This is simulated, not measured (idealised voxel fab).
Presented below is a process module, voxel transistor to metal.
Section shown: cut. Width: 290 nm. Cell size: 5 nm, square.
Reading order for cross-sections: top band down to bottom band. Underlying form: a grid of square cells. Band size: one or more rows of cells.
Heights first: top, then bottom, in nm. Then materials, left to right, each with a width in nm. "edge to edge" on a single material: fills the band edge to edge. "empty": empty space.
Ref level 0: as-received wafer is one material below here. Bottom band extends down with no lower bound ("top 0, no bottom").
Width spec "30..40" -> top row of cells at first value, bottom row at second value, equal per-row change in between.
"stayed the same", as given for a step, is the statement that not any cell of the cross-section underwent a change during that step.
Reported under the label "Closed internal voids" are the empty spaces having no open way to the top and comprising 8 cells or more; the notation for each is width x height at distance, in which the distance is measured from the left edge and all three values are in nm.
On each step's line, the part that comes after the settings is the simulator's own comment on the step.
The setting "overlay nm" may be written on the line of a step. When the step uses a mask, the value reports how far to the right of the planned place the mask lay, and a negative value reports that it lay to the left.
### So here's the lineup of process steps we planned
| 1 | op RECEIVE | material Si |
| 2 | op OXIDIZE | depth nm 5 |
| 3 | op CONFORMAL_DEP | material SiN | thk nm 10 |
| 4 | op PATTERN | tone cover | mask id ACTIVE | material resist | width nm 95 | pitch nm 115 | thk nm 20 | overlay nm 0 |
| 5 | op DIRECTIONAL_ETCH | etch materials SiN | depth nm 10 |
| 6 | op DIRECTIONAL_ETCH | etch materials SiO2 | depth nm 5 |
| 7 | op DIRECTIONAL_ETCH | etch materials Si | depth nm 35 |
| 8 | op STRIP | etch materials resist |
| 9 | op FILL_DEP | material SiO2 | thk nm 10 |
| 10 | op CMP | height nm 10 |
| 11 | op SELECTIVE_ETCH | etch materials SiO2 | depth nm 10 |
| 12 | op STRIP | etch materials SiN |
| 13 | op SELECTIVE_ETCH | etch materials SiO2 | depth nm 5 |
| 14 | op OXIDIZE | depth nm 5 |
| 15 | op DIRECTIONAL_DEP | material polySi | thk nm 30 |
| 16 | op DIRECTIONAL_DEP | material SiCN | thk nm 10 |
| 17 | op DIRECTIONAL_DEP | material aC | thk nm 15 |
| 18 | op PATTERN | tone cover | mask id GATE | material resist | width nm 25 | pitch nm 115 | thk nm 35 | overlay nm -15 |
| 19 | op DIRECTIONAL_ETCH | etch materials aC | depth nm 15 |
| 20 | op STRIP | etch materials resist |
| 21 | op DIRECTIONAL_ETCH | etch materials SiCN | depth nm 20 |
| 22 | op DIRECTIONAL_ETCH | etch materials polySi | depth nm 40 |
| 23 | op STRIP | etch materials aC |
| 24 | op CONFORMAL_DEP | material SiO2 | thk nm 5 |
| 25 | op DIRECTIONAL_ETCH | etch materials SiO2 | depth nm 5 |
| 26 | op CONFORMAL_DEP | material SiN | thk nm 10 |
| 27 | op DIRECTIONAL_ETCH | etch materials SiN | depth nm 10 |
| 28 | op DIRECTIONAL_ETCH | etch materials SiO2 | depth nm 5 |
| 29 | op DIRECTIONAL_ETCH | etch materials Si | depth nm 15 |
| 30 | op EPI | material nSi | thk nm 20 |
| 31 | op FILL_DEP | material SiO2 | thk nm 10 |
| 32 | op CMP | height nm 25 |
| 33 | op STRIP | etch materials polySi |
| 34 | op SELECTIVE_ETCH | etch materials SiO2 | depth nm 5 |
| 35 | op CONFORMAL_DEP | material HfO2 | thk nm 5 |
| 36 | op CONFORMAL_DEP | material TiN | thk nm 5 |
| 37 | op FILL_DEP | material W | thk nm 5 |
| 38 | op CMP | height nm 20 |
| 39 | op DIRECTIONAL_DEP | material SiO2 | thk nm 10 |
| 40 | op PATTERN | tone open | mask id CONTACT | material resist | width nm 15 | thk nm 15 | overlay nm 0 |
| 41 | op DIRECTIONAL_ETCH | etch materials SiO2 | depth nm 20 |
| 42 | op STRIP | etch materials resist |
| 43 | op CONFORMAL_DEP | material TiN | thk nm 5 |
| 44 | op FILL_DEP | material W | thk nm 5 |
| 45 | op CMP | height nm 30 |
| 46 | op CONFORMAL_DEP | material SiN | thk nm 5 |
| 47 | op DIRECTIONAL_DEP | material lowk | thk nm 20 |
| 48 | op MASKED_ETCH | tone open | mask id METAL_1 | width nm 15 | etch materials lowk | depth nm 20 | overlay nm 0 |
| 49 | op MASKED_ETCH | tone open | mask id METAL_1 | width nm 15 | etch materials SiN | depth nm 5 | overlay nm 0 |
| 50 | op CONFORMAL_DEP | material TiN | thk nm 5 |
| 51 | op FILL_DEP | material Ru | thk nm 10 |
| 52 | op CMP | height nm 55 |
| 53 | op CONFORMAL_DEP | material SiCN | thk nm 5 |
| 54 | op DIRECTIONAL_DEP | material lowk | thk nm 25 |
| 55 | op PATTERN | tone open | mask id METAL_2 | material resist | width nm 15 | pitch nm 115 | thk nm 15 | overlay nm 0 |
| 56 | op DIRECTIONAL_ETCH | etch materials lowk | depth nm 15 |
| 57 | op STRIP | etch materials resist |
| 58 | op DIRECTIONAL_DEP | material aC | thk nm 15 |
| 59 | op PATTERN | tone open | mask id METAL_2_HOLES | material resist | width nm 15 | pitch nm 115 | thk nm 30 | overlay nm 0 |
| 60 | op DIRECTIONAL_ETCH | etch materials aC | depth nm 15 |
| 61 | op STRIP | etch materials resist |
| 62 | op DIRECTIONAL_ETCH | etch materials lowk | depth nm 10 |
| 63 | op DIRECTIONAL_ETCH | etch materials SiCN | depth nm 5 |
| 64 | op STRIP | etch materials aC |
| 65 | op CONFORMAL_DEP | material TiN | thk nm 5 |
| 66 | op FILL_DEP | material Ru | thk nm 5 |
| 67 | op CMP | height nm 85 |
| 68 | op CONFORMAL_DEP | material SiCN | thk nm 5 |
Heads up: all these wafers start the same, and what changes between them is the overlay nm in step 18. The value you see in the plan is just what the first wafer got.
### As-received cross-section, first of several wafers, post step 1
  top 0, no bottom: Si edge to edge
  Closed internal voids: none
### Once step 68, the last step, is complete, the module is at its end; this is the cross-section of the first of several wafers
  top 90, bottom 85: SiCN edge to edge
  top 85, bottom 60: lowk: 45, then TiN: 5, then Ru: 5, then TiN: 5, then lowk: 100, then TiN: 5, then Ru: 5, then TiN: 5, then lowk: 115
  top 60, bottom 55: SiCN: 45, then TiN: 15, then SiCN: 100, then TiN: 15, then SiCN: 115
  top 55, bottom 35: lowk: 45, then TiN: 5, then Ru: 5, then TiN: 5, then lowk: 55, then TiN: 5, then Ru: 5, then TiN: 5, then lowk: 30, then TiN: 5, then Ru: 5, then TiN: 5, then lowk: 55, then TiN: 5, then Ru: 5, then TiN: 5, then lowk: 45
  top 35, bottom 30: SiN: 45, then TiN: 15, then SiN: 55, then TiN: 15, then SiN: 30, then TiN: 15, then SiN: 55, then TiN: 15, then SiN: 45
  top 30, bottom 25: SiO2: 45, then TiN: 5, then W: 5, then TiN: 5, then SiO2: 55, then TiN: 5, then W: 5, then TiN: 5, then SiO2: 30, then TiN: 5, then W: 5, then TiN: 5, then SiO2: 55, then TiN: 5, then W: 5, then TiN: 5, then SiO2: 45
  top 25, bottom 20: SiO2: 45, then TiN: 15, then SiO2: 55, then TiN: 5, then W: 5, then TiN: 5, then SiO2: 30, then TiN: 15, then SiO2: 55, then TiN: 5, then W: 5, then TiN: 5, then SiO2: 45
  top 20, bottom 15: SiO2: 45, then SiN: 10, then HfO2: 5, then TiN: 5, then W: 15, then TiN: 5, then HfO2: 5, then SiN: 10, then SiO2: 15, then TiN: 5, then W: 5, then TiN: 5, then SiO2: 30, then SiN: 10, then HfO2: 5, then TiN: 5, then W: 15, then TiN: 5, then HfO2: 5, then SiN: 10, then SiO2: 15, then TiN: 5, then W: 5, then TiN: 5, then SiO2: 45
  top 15, bottom 10: SiO2: 45, then SiN: 10, then HfO2: 5, then TiN: 5, then W: 15, then TiN: 5, then HfO2: 5, then SiN: 10, then SiO2: 15, then TiN: 15, then SiO2: 30, then SiN: 10, then HfO2: 5, then TiN: 5, then W: 15, then TiN: 5, then HfO2: 5, then SiN: 10, then SiO2: 15, then TiN: 15, then SiO2: 45
  top 10, bottom 0: SiO2: 25, then nSi: 20, then SiN: 10, then HfO2: 5, then TiN: 5, then W: 15, then TiN: 5, then HfO2: 5, then SiN: 10, then nSi: 20, then SiO2: 20, then nSi: 20, then SiN: 10, then HfO2: 5, then TiN: 5, then W: 15, then TiN: 5, then HfO2: 5, then SiN: 10, then nSi: 20, then SiO2: 55
  top 0, bottom -5: SiO2: 25, then nSi: 20, then SiN: 10, then HfO2: 5, then TiN: 25, then HfO2: 5, then SiN: 10, then nSi: 20, then SiO2: 20, then nSi: 20, then SiN: 10, then HfO2: 5, then TiN: 25, then HfO2: 5, then SiN: 10, then nSi: 20, then SiO2: 55
  top -5, bottom -10: SiO2: 25, then nSi: 20, then SiO2: 10, then HfO2: 35, then SiO2: 10, then nSi: 60, then SiO2: 10, then HfO2: 35, then SiO2: 10, then nSi: 40, then SiO2: 35
  top -10, bottom -25: SiO2: 40, then nSi: 5, then Si: 55, then nSi: 35, then SiO2: 20, then nSi: 5, then Si: 55, then nSi: 35, then SiO2: 40
  top -25, bottom -40: SiO2: 40, then Si: 95, then SiO2: 20, then Si: 95, then SiO2: 40
  top -40, no bottom: Si edge to edge
  Closed internal voids: none
### Cross-section, module end, final of several wafers
  top 90, bottom 85: SiCN edge to edge
  top 85, bottom 60: lowk: 45, then TiN: 5, then Ru: 5, then TiN: 5, then lowk: 100, then TiN: 5, then Ru: 5, then TiN: 5, then lowk: 115
  top 60, bottom 55: SiCN: 45, then TiN: 15, then SiCN: 100, then TiN: 15, then SiCN: 115
  top 55, bottom 35: lowk: 45, then TiN: 5, then Ru: 5, then TiN: 5, then lowk: 55, then TiN: 5, then Ru: 5, then TiN: 5, then lowk: 30, then TiN: 5, then Ru: 5, then TiN: 5, then lowk: 55, then TiN: 5, then Ru: 5, then TiN: 5, then lowk: 45
  top 35, bottom 30: SiN: 45, then TiN: 15, then SiN: 55, then TiN: 15, then SiN: 30, then TiN: 15, then SiN: 55, then TiN: 15, then SiN: 45
  top 30, bottom 25: SiO2: 45, then TiN: 5, then W: 5, then TiN: 5, then SiO2: 55, then TiN: 5, then W: 5, then TiN: 5, then SiO2: 30, then TiN: 5, then W: 5, then TiN: 5, then SiO2: 55, then TiN: 5, then W: 5, then TiN: 5, then SiO2: 45
  top 25, bottom 20: SiO2: 45, then TiN: 5, then W: 5, then TiN: 5, then SiO2: 55, then TiN: 15, then SiO2: 30, then TiN: 5, then W: 5, then TiN: 5, then SiO2: 55, then TiN: 15, then SiO2: 45
  top 20, bottom 15: SiO2: 45, then TiN: 5, then W: 5, then TiN: 5, then SiO2: 15, then SiN: 10, then HfO2: 5, then TiN: 5, then W: 15, then TiN: 5, then HfO2: 5, then SiN: 10, then SiO2: 30, then TiN: 5, then W: 5, then TiN: 5, then SiO2: 15, then SiN: 10, then HfO2: 5, then TiN: 5, then W: 15, then TiN: 5, then HfO2: 5, then SiN: 10, then SiO2: 45
  top 15, bottom 10: SiO2: 45, then TiN: 15, then SiO2: 15, then SiN: 10, then HfO2: 5, then TiN: 5, then W: 15, then TiN: 5, then HfO2: 5, then SiN: 10, then SiO2: 30, then TiN: 15, then SiO2: 15, then SiN: 10, then HfO2: 5, then TiN: 5, then W: 15, then TiN: 5, then HfO2: 5, then SiN: 10, then SiO2: 45
  top 10, bottom 0: SiO2: 55, then nSi: 20, then SiN: 10, then HfO2: 5, then TiN: 5, then W: 15, then TiN: 5, then HfO2: 5, then SiN: 10, then nSi: 20, then SiO2: 20, then nSi: 20, then SiN: 10, then HfO2: 5, then TiN: 5, then W: 15, then TiN: 5, then HfO2: 5, then SiN: 10, then nSi: 20, then SiO2: 25
  top 0, bottom -5: SiO2: 55, then nSi: 20, then SiN: 10, then HfO2: 5, then TiN: 25, then HfO2: 5, then SiN: 10, then nSi: 20, then SiO2: 20, then nSi: 20, then SiN: 10, then HfO2: 5, then TiN: 25, then HfO2: 5, then SiN: 10, then nSi: 20, then SiO2: 25
  top -5, bottom -10: SiO2: 35, then nSi: 40, then SiO2: 10, then HfO2: 35, then SiO2: 10, then nSi: 60, then SiO2: 10, then HfO2: 35, then SiO2: 10, then nSi: 20, then SiO2: 25
  top -10, bottom -25: SiO2: 40, then nSi: 35, then Si: 55, then nSi: 5, then SiO2: 20, then nSi: 35, then Si: 55, then nSi: 5, then SiO2: 40
  top -25, bottom -40: SiO2: 40, then Si: 95, then SiO2: 20, then Si: 95, then SiO2: 40
  top -40, no bottom: Si edge to edge
  Closed internal voids: none
### End of module, by wafer: material-by-material cell gain (+) or loss (-) since receipt, then closed voids
overlay nm -15, +34 HfO2, +26 Ru, -284 Si, +110 SiCN, +86 SiN, +352 SiO2, +124 TiN, +32 W, +444 lowk, +120 nSi, Closed internal voids: none
overlay nm -10, +34 HfO2, +26 Ru, -284 Si, +110 SiCN, +86 SiN, +350 SiO2, +128 TiN, +32 W, +444 lowk, +118 nSi, Closed internal voids: none
overlay nm -5, +34 HfO2, +26 Ru, -284 Si, +110 SiCN, +86 SiN, +348 SiO2, +132 TiN, +32 W, +444 lowk, +116 nSi, Closed internal voids: none
overlay nm 0, +34 HfO2, +26 Ru, -284 Si, +110 SiCN, +86 SiN, +344 SiO2, +132 TiN, +36 W, +444 lowk, +116 nSi, Closed internal voids: none
overlay nm 5, +34 HfO2, +26 Ru, -284 Si, +110 SiCN, +86 SiN, +348 SiO2, +132 TiN, +32 W, +444 lowk, +116 nSi, Closed internal voids: none
overlay nm 10, +34 HfO2, +26 Ru, -284 Si, +110 SiCN, +86 SiN, +350 SiO2, +128 TiN, +32 W, +444 lowk, +118 nSi, Closed internal voids: none
overlay nm 15, +34 HfO2, +26 Ru, -284 Si, +110 SiCN, +86 SiN, +352 SiO2, +124 TiN, +32 W, +444 lowk, +120 nSi, Closed internal voids: none
